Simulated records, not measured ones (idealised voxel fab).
Process module under the name voxel quadruple lines
Shown is cross-section cut, with a width of 295 nm and square cells of size 5 nm.
A cross-section in this document is a grid of square cells, and it is written down as bands, the top band listed before the ones below it; a band is made up of one or more rows of cells.
What a band's entry tells you: where the top is and where the bottom is, as heights in nm, and after that what lies inside, material by material from left to right, each with its width in nm. Empty space is written as the word "empty", and a single material marked with the word "full width" occupies the band from edge to edge.
Zero point of the height axis is 0; under it, received wafer = one material. Lowest band: continues down indefinitely, "0..down".
Width "30 to 40": first value at the band's top row of cells, second value at its bottom row, equal change from row to row.
No cell of the cross-section changed in a step that is given as "no modifications".
"Entrapped void list" enumerates empty spaces isolated from the top, with no open way to it, that contain at least 8 cells, giving each as width x height at distance from the left edge, all three in nm.
Past the settings on a step's line: simulator remark, on that step.
overlay nm: how far to the right of its planned place the mask lay on this masked step (negative: to the left).
In what follows, pairs of cross-sections are presented, each taken before and after one process step, with the after cross-section shown only down to the lowest band that was altered; the step, together with its settings, is stated below the pair. The pairs may stem from different runs of this module on the same starting wafer; accordingly, a pair should be taken as continuing from the one above it solely where its entry headed "Before step" indicates as much.

Before step
> 40..20: empty=125 | polySi=10 | empty=20 | polySi=10 | empty=130
> 20..0: Al2O3 full width
> 0..down: Si full width
> Entrapped void list: none

After
> 45..40: empty=120 | SiCN=20 | empty=10 | SiCN=20 | empty=125
> 40..25: empty=120 | SiCN=5 | polySi=10 | SiCN=5 | empty=10 | SiCN=5 | polySi=10 | SiCN=5 | empty=125
> 25..20: SiCN=125 | polySi=10 | SiCN=20 | polySi=10 | SiCN=130
> Anything lower than 20 is untouched.
> Entrapped void list: none
Between the cross-sections above, the step performed was CONFORMAL_DEP | material SiCN | thk nm 5

Before step: as shown after the step in the preceding pair, directly above.

After
> 40..20: empty=120 | SiCN=5 | polySi=10 | SiCN=5 | empty=10 | SiCN=5 | polySi=10 | SiCN=5 | empty=125
> Anything lower than 20 is untouched.
> Entrapped void list: none
Between the cross-sections above, the step performed was DIRECTIONAL_ETCH | etch materials SiCN | depth nm 5

Before step: as shown after the step in the preceding pair, directly above.

After
> 40..20: empty=120 | SiCN=5 | empty=10 | SiCN=5 | empty=10 | SiCN=5 | empty=10 | SiCN=5 | empty=125
> Anything lower than 20 is untouched.
> Entrapped void list: none
Between the cross-sections above, the step performed was STRIP | etch materials polySi

Before step: as shown after the step in the preceding pair, directly above.

After
> 20..0: Al2O3 full width
> Anything lower than 0 is untouched.
> Entrapped void list: none
Between the cross-sections above, the step performed was STRIP | etch materials SiCN

Before step
> 60..40: aC full width
> 40..20: polySi full width
> 20..5: TiN full width
> 5..0: Al2O3 full width
> 0..down: Si full width
> Entrapped void list: none

After
> 90..60: resist=135 | empty=20 | resist=140
> Anything lower than 60 is untouched.
> Entrapped void list: none
Between the cross-sections above, the step performed was PATTERN | tone open | mask id MANDREL | material resist | width nm 20 | thk nm 30 | overlay nm 0

Before step: as shown after the step in the preceding pair, directly above.

After
> 70..60: resist=135 | empty=20 | resist=140
> 60..40: aC=135 | empty=20 | aC=140
> Anything lower than 40 is untouched.
> Entrapped void list: none
Between the cross-sections above, the step performed was DIRECTIONAL_ETCH | etch materials aC | depth nm 20

Before step: as shown after the step in the preceding pair, directly above.

After
> 60..40: aC=135 | empty=20 | aC=140
> Anything lower than 40 is untouched.
> Entrapped void list: none
Between the cross-sections above, the step performed was STRIP | etch materials resist

Before step: as shown after the step in the preceding pair, directly above.

After
> 70..60: SiO2 full width
> 60..40: aC=135 | SiO2=20 | aC=140
> Anything lower than 40 is untouched.
> Entrapped void list: none
Between the cross-sections above, the step performed was CONFORMAL_DEP | material SiO2 | thk nm 10

Before step: as shown after the step in the preceding pair, directly above.

After
> 60..40: aC=135 | SiO2=20 | aC=140
> Anything lower than 40 is untouched.
> Entrapped void list: none
Between the cross-sections above, the step performed was DIRECTIONAL_ETCH | etch materials SiO2 | depth nm 10

Before step: as shown after the step in the preceding pair, directly above.

After
> 60..40: empty=135 | SiO2=20 | empty=140
> Anything lower than 40 is untouched.
> Entrapped void list: none
Between the cross-sections above, the step performed was STRIP | etch materials aC

Before step: as shown after the step in the preceding pair, directly above.

After
> 60..40: empty=135 | SiO2=20 | empty=140
> 40..20: empty=135 | polySi=20 | empty=140
> Anything lower than 20 is untouched.
> Entrapped void list: none
Between the cross-sections above, the step performed was DIRECTIONAL_ETCH | etch materials polySi | depth nm 20

Before step: as shown after the step in the preceding pair, directly above.

After
> 40..20: empty=135 | polySi=20 | empty=140
> Anything lower than 20 is untouched.
> Entrapped void list: none
Between the cross-sections above, the step performed was STRIP | etch materials SiO2

Before step: as shown after the step in the preceding pair, directly above.

After
> 45..40: empty=130 | SiCN=30 | empty=135
> 40..25: empty=130 | SiCN=5 | polySi=20 | SiCN=5 | empty=135
> 25..20: SiCN=135 | polySi=20 | SiCN=140
> Anything lower than 20 is untouched.
> Entrapped void list: none
Between the cross-sections above, the step performed was CONFORMAL_DEP | material SiCN | thk nm 5

Before step: as shown after the step in the preceding pair, directly above.

After
> 40..20: empty=130 | SiCN=5 | polySi=20 | SiCN=5 | empty=135
> Anything lower than 20 is untouched.
> Entrapped void list: none
Between the cross-sections above, the step performed was DIRECTIONAL_ETCH | etch materials SiCN | depth nm 5

Before step: as shown after the step in the preceding pair, directly above.

After
> 40..20: empty=130 | SiCN=5 | empty=20 | SiCN=5 | empty=135
> Anything lower than 20 is untouched.
> Entrapped void list: none
Between the cross-sections above, the step performed was STRIP | etch materials polySi

Before step: as shown after the step in the preceding pair, directly above.

After
> 40..20: empty=130 | SiCN=5 | empty=20 | SiCN=5 | empty=135
> 20..5: empty=130 | TiN=5 | empty=20 | TiN=5 | empty=135
> Anything lower than 5 is untouched.
> Entrapped void list: none
Between the cross-sections above, the step performed was DIRECTIONAL_ETCH | etch materials TiN | depth nm 15

Before step: as shown after the step in the preceding pair, directly above.

After
> 20..5: empty=130 | TiN=5 | empty=20 | TiN=5 | empty=135
> Anything lower than 5 is untouched.
> Entrapped void list: none
Between the cross-sections above, the step performed was STRIP | etch materials SiCN
